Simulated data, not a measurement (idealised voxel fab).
The name of this process module is voxel capacitor over wiring.
The cross-section shown here is cut; it is 180 nm wide and divided into square cells measuring 5 nm on a side.
Just so we're on the same page, the cross-sections are grids of square cells, and they're listed out in bands top to bottom, each band one or more rows deep. Read a band's entry like this: the first values are the height of its top and the height of its bottom in nm, and what follows is the sequence of materials from left to right, each with its width in nm. Note that "air" is empty space, and that a single material marked "full width" reaches across the band from edge to edge. For the purposes of this specification, 0 denotes the height below which the wafer in its as-received condition is composed wholly of one material, and the lowermost band, lacking a lower limit, extends downward without end, as expressed in "0 down". When a width is written as two numbers, as in "30 to 40", the first number is the width in the top row of cells of the band and the second is the width in its bottom row, and the width changes by the same amount from each row to the next. For the purposes of this document, the phrase "nothing changed" attached to a step denotes that no cell within the cross-section was modified by that step. In "Enclosed voids" the enclosed voids are listed, meaning empty spaces of 8 cells or larger without any opening to the top. The form is width x height at distance, distance from the left edge, units nm. What comes after the settings on a step's line is commentary from the simulator itself on that step. What "overlay nm" on a step's line means: if the step has a mask, that mask lay this far to the right of its planned place, or, when the value is negative, to the left.
PROCESS STEPS - PLAN
| 1 | RECEIVE,material Si |
| 2 | CONFORMAL_DEP,material SiO2,thk nm 15 |
| 3 | CONFORMAL_DEP,material SiN,thk nm 5 |
| 4 | DIRECTIONAL_DEP,material lowk,thk nm 20 |
| 5 | DIRECTIONAL_DEP,material aC,thk nm 10 |
| 6 | PATTERN,tone open,mask id METAL_1,material resist,width nm 25,pitch nm 75,thk nm 30,overlay nm 0 |
| 7 | DIRECTIONAL_ETCH,etch materials aC,depth nm 10 |
| 8 | STRIP,etch materials resist |
| 9 | DIRECTIONAL_ETCH,etch materials lowk,depth nm 20 |
| 10 | DIRECTIONAL_ETCH,etch materials SiN,depth nm 5 |
| 11 | STRIP,etch materials aC |
| 12 | CONFORMAL_DEP,material TiN,thk nm 5 |
| 13 | FILL_DEP,material W,thk nm 10 |
| 14 | CMP,height nm 40 |
| 15 | CONFORMAL_DEP,material SiCN,thk nm 5 |
| 16 | DIRECTIONAL_DEP,material lowk,thk nm 15 |
| 17 | DIRECTIONAL_DEP,material aC,thk nm 15 |
| 18 | PATTERN,tone open,mask id PLUG_1,material resist,width nm 15,thk nm 35,overlay nm 0 |
| 19 | DIRECTIONAL_ETCH,etch materials aC,depth nm 15 |
| 20 | STRIP,etch materials resist |
| 21 | DIRECTIONAL_ETCH,etch materials lowk,depth nm 15 |
| 22 | DIRECTIONAL_ETCH,etch materials SiCN,depth nm 5 |
| 23 | STRIP,etch materials aC |
| 24 | CONFORMAL_DEP,material TiN,thk nm 5 |
| 25 | FILL_DEP,material Ru,thk nm 5 |
| 26 | CMP,height nm 60 |
| 27 | DIRECTIONAL_DEP,material TiN,thk nm 10 |
| 28 | DIRECTIONAL_DEP,material Al2O3,thk nm 5 |
| 29 | DIRECTIONAL_DEP,material TiN,thk nm 5 |
| 30 | PATTERN,tone cover,mask id UPPER_PLATE,material resist,width nm 55,thk nm 20,overlay nm 0 |
| 31 | DIRECTIONAL_ETCH,etch materials TiN,depth nm 5 |
| 32 | DIRECTIONAL_ETCH,etch materials Al2O3,depth nm 5 |
| 33 | STRIP,etch materials resist |
| 34 | PATTERN,tone cover,mask id LOWER_PLATE,material resist,width nm 65,thk nm 20,overlay nm 0 |
| 35 | DIRECTIONAL_ETCH,etch materials TiN,depth nm 10 |
| 36 | STRIP,etch materials resist |
| 37 | FILL_DEP,material SiO2,thk nm 20 |
| 38 | CMP,height nm 95 |
| 39 | DIRECTIONAL_DEP,material aC,thk nm 15 |
| 40 | PATTERN,tone open,mask id PLUG_2,material resist,width nm 15,thk nm 30,overlay nm 0 |
| 41 | DIRECTIONAL_ETCH,etch materials aC,depth nm 15 |
| 42 | STRIP,etch materials resist |
| 43 | DIRECTIONAL_ETCH,etch materials SiO2,depth nm 15 |
| 44 | STRIP,etch materials aC |
| 45 | CONFORMAL_DEP,material TiN,thk nm 5 |
| 46 | FILL_DEP,material Cu,thk nm 10 |
| 47 | CMP,height nm 95 |
| 48 | CONFORMAL_DEP,material SiN,thk nm 5 |
INCOMING WAFER, CROSS-SECTIONAL VIEW, POST STEP 1
    0 down = Si full width
    Enclosed voids: none
WHAT THE WAFER LOOKS LIKE IN CROSS-SECTION AFTER THIS MODULE, WHEN IT STARTS AS SHOWN ABOVE AND FOLLOWS THE PLAN ABOVE BUT ONE MISTAKE IS MADE IN RUNNING IT
    100 to 95 = SiN full width
    95 to 85 = 60 of SiO2  5 of TiN  5 of Cu  5 of TiN  105 of SiO2
    85 to 75 = 60 to 50 of SiO2  15 to 55 of TiN  105 to 75 of SiO2
    75 to 70 = 50 of SiO2  55 of Al2O3  75 of SiO2
    70 to 60 = 50 of SiO2  55 of TiN  75 of SiO2
    60 to 45 = 50 of lowk  5 of TiN  5 of Ru  5 of TiN  115 of lowk
    45 to 40 = 50 of SiCN  15 of TiN  115 of SiCN
    40 to 20 = 40 of lowk  5 of TiN  15 of W  5 of TiN  50 of lowk  5 of TiN  15 of W  5 of TiN  40 of lowk
    20 to 15 = 40 of SiN  25 of TiN  50 of SiN  25 of TiN  40 of SiN
    15 to 0 = SiO2 full width
    0 down = Si full width
    Enclosed voids: none
What went wrong in running the wafer? step 34 ran as: PATTERN,tone cover,mask id LOWER_PLATE,material resist,width nm 55,thk nm 20,overlay nm 0
